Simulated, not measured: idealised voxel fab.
A process module follows: voxel self aligned vias.
We display cut, a cross-section 300 nm in width whose square cells are each 5 nm.
When this document writes out a cross-section, it uses a grid of square cells and lists it as bands, beginning at the top and moving down, with a band standing for one or more rows of cells.
Look at the band entry: it leads with the top's height and the bottom's height in nm. Then it lists the materials left to right, with a width in nm for each. The word "edge to edge" on a single material says that material fills the band edge to edge. The word "blank" is empty space.
Beneath 0, the wafer as received is one material, and that level is where height counting begins. The lowest band goes on downward without a bottom; it is written like "0 down".
Note: "30 to 40" means the width goes from the first number (top row of the band) to the second number (bottom row) in equal steps per row of cells.
"nothing different" after a step means that no cell of the cross-section changed.
In the "Sealed void inventory" entry, you get each enclosed empty space of 8 cells or more, one with no open way to the top, written width x height at distance, distance from the left edge, in nm.
On a step's line, text after the settings is the simulator commenting on that step.
On any step carrying a mask, the "overlay nm" setting, if present on the step's line, tells how far right of its planned place the mask lay; negative values point to the left.

-- The process steps that were planned are listed below
1,RECEIVE with material Si
2,CONFORMAL_DEP with material SiO2, thk nm 15
3,CONFORMAL_DEP with material SiCN, thk nm 5
4,DIRECTIONAL_DEP with material lowk, thk nm 30
5,MASKED_ETCH with tone open, mask id LINES, width nm 20, pitch nm 65, etch materials lowk, depth nm 30, overlay nm 0
6,CONFORMAL_DEP with material TiN, thk nm 5
7,FILL_DEP with material W, thk nm 10
8,CMP with height nm 50
9,SELECTIVE_ETCH with etch materials W Ru TiN, depth nm 5
10,FILL_DEP with material SiN, thk nm 10
11,CMP with height nm 50
12,DIRECTIONAL_DEP with material lowk, thk nm 15
13,PATTERN with tone open, mask id VIAS, material resist, width nm 40, pitch nm 65, thk nm 15, overlay nm 0
14,DIRECTIONAL_ETCH with etch materials lowk, depth nm 15
15,DIRECTIONAL_ETCH with etch materials SiN, depth nm 5
16,STRIP with etch materials resist
17,CONFORMAL_DEP with material TiN, thk nm 5
18,FILL_DEP with material Cu, thk nm 10
19,CMP with height nm 65
20,CONFORMAL_DEP with material SiN, thk nm 5

-- Cross-section: wafer on arrival = after step 1
	0 down = Si edge to edge
	Sealed void inventory: none

-- Look at the cross-section after the module: the wafer started out the way shown above and the plan was the one shown above, yet one mistake was made along the way
	70 to 65 = SiN edge to edge
	65 to 55 = 60 of Cu / 5 of TiN / 40 of lowk / 5 of TiN / 15 of Cu / 5 of TiN / 40 of lowk / 5 of TiN / 15 of Cu / 5 of TiN / 40 of lowk / 5 of TiN / 60 of Cu
	55 to 50 = 65 of TiN / 40 of lowk / 25 of TiN / 40 of lowk / 25 of TiN / 40 of lowk / 65 of TiN
	50 to 45 = 75 of lowk / 20 of SiN / 45 of lowk / 20 of SiN / 45 of lowk / 20 of SiN / 75 of lowk
	45 to 25 = 75 of lowk / 5 of TiN / 10 of W / 5 of TiN / 45 of lowk / 5 of TiN / 10 of W / 5 of TiN / 45 of lowk / 5 of TiN / 10 of W / 5 of TiN / 75 of lowk
	25 to 20 = 75 of lowk / 20 of TiN / 45 of lowk / 20 of TiN / 45 of lowk / 20 of TiN / 75 of lowk
	20 to 15 = SiCN edge to edge
	15 to 0 = SiO2 edge to edge
	0 down = Si edge to edge
	Sealed void inventory: none
What broke from the plan during processing? step 13 did not use the planned setting and instead ran as PATTERN with tone cover, mask id VIAS, material resist, width nm 40, pitch nm 65, thk nm 15, overlay nm 0
